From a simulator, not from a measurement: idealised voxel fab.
You're looking at the process module voxel self aligned contacts.
Cross-section cut spans 250 nm and uses square cells 5 nm in size.
A cross-section in this document is a grid of square cells, and it is written down as bands, the top band listed before the ones below it; a band is made up of one or more rows of cells. It is stipulated that each band's entry specify, in nanometres, the height of the top of the band and then that of its bottom, followed by the materials of the band in left-to-right sequence, each together with its width in nanometres. A single material marked by the word "all across" is understood to fill the band from edge to edge; the word "blank" is understood to denote empty space. Ref level 0: as-received wafer is one material below here. Bottom band extends down with no lower bound ("0..down"). The two numbers in a width such as "30->40" mark its ends across the band: the first belongs to the top row of cells, the second to the bottom row, and from each row to the next the width moves by the same amount. Step note "no alterations made" = no cross-section cell changed. The label "Fully sealed voids" introduces a list of the empty spaces, 8 cells or larger, that have no open way up to the top; each entry in it reads width x height at distance, where the distance is taken from the left edge and all three are stated in nm. The remark found on a step's line after its settings is issued by the simulator itself and pertains to that step. overlay nm, on a step with a mask: how far to the right of its planned place the mask lay; to the left if negative.
# Process steps (planned)
1) RECEIVE,material Si
2) CONFORMAL_DEP,material SiO2,thk nm 5
3) DIRECTIONAL_DEP,material polySi,thk nm 30
4) DIRECTIONAL_DEP,material SiN,thk nm 20
5) MASKED_ETCH,tone cover,mask id GATE,width nm 25,pitch nm 65,etch materials SiN,depth nm 20,overlay nm 0
6) MASKED_ETCH,tone cover,mask id GATE,width nm 25,pitch nm 65,etch materials polySi,depth nm 30,overlay nm 0
7) CONFORMAL_DEP,material SiN,thk nm 10
8) DIRECTIONAL_ETCH,etch materials SiN,depth nm 10
9) FILL_DEP,material SiO2,thk nm 15
10) CMP,height nm 60
11) PATTERN,tone open,mask id CONTACT,material resist,width nm 50,pitch nm 65,thk nm 20,overlay nm 0
12) DIRECTIONAL_ETCH,etch materials SiO2,depth nm 60
13) STRIP,etch materials resist
14) CONFORMAL_DEP,material TiN,thk nm 5
15) FILL_DEP,material W,thk nm 5
16) CMP,height nm 60
17) CONFORMAL_DEP,material SiN,thk nm 5
# Cross-section: wafer on arrival = after step 1
    0..down | Si all across
    Fully sealed voids: none
# The following cross-section depicts the wafer upon conclusion of the module. Processing commenced from the starting condition illustrated above and adhered to the plan illustrated above, save for one mistake in execution
    55..50 | SiN all across
    50..35 | SiO2: 35 / SiN: 45 / TiN: 5 / W: 10 / TiN: 5 / SiN: 45 / TiN: 5 / W: 10 / TiN: 5 / SiN: 45 / SiO2: 40
    35..5 | SiO2: 35 / SiN: 10 / polySi: 25 / SiN: 10 / TiN: 5 / W: 10 / TiN: 5 / SiN: 10 / polySi: 25 / SiN: 10 / TiN: 5 / W: 10 / TiN: 5 / SiN: 10 / polySi: 25 / SiN: 10 / SiO2: 40
    5..0 | SiO2: 80 / TiN: 20 / SiO2: 45 / TiN: 20 / SiO2: 85
    0..down | Si all across
    Fully sealed voids: none
The mistake made against the process plan was this: heads up, step 16 didn't go per plan, it actually ran as CMP,height nm 50
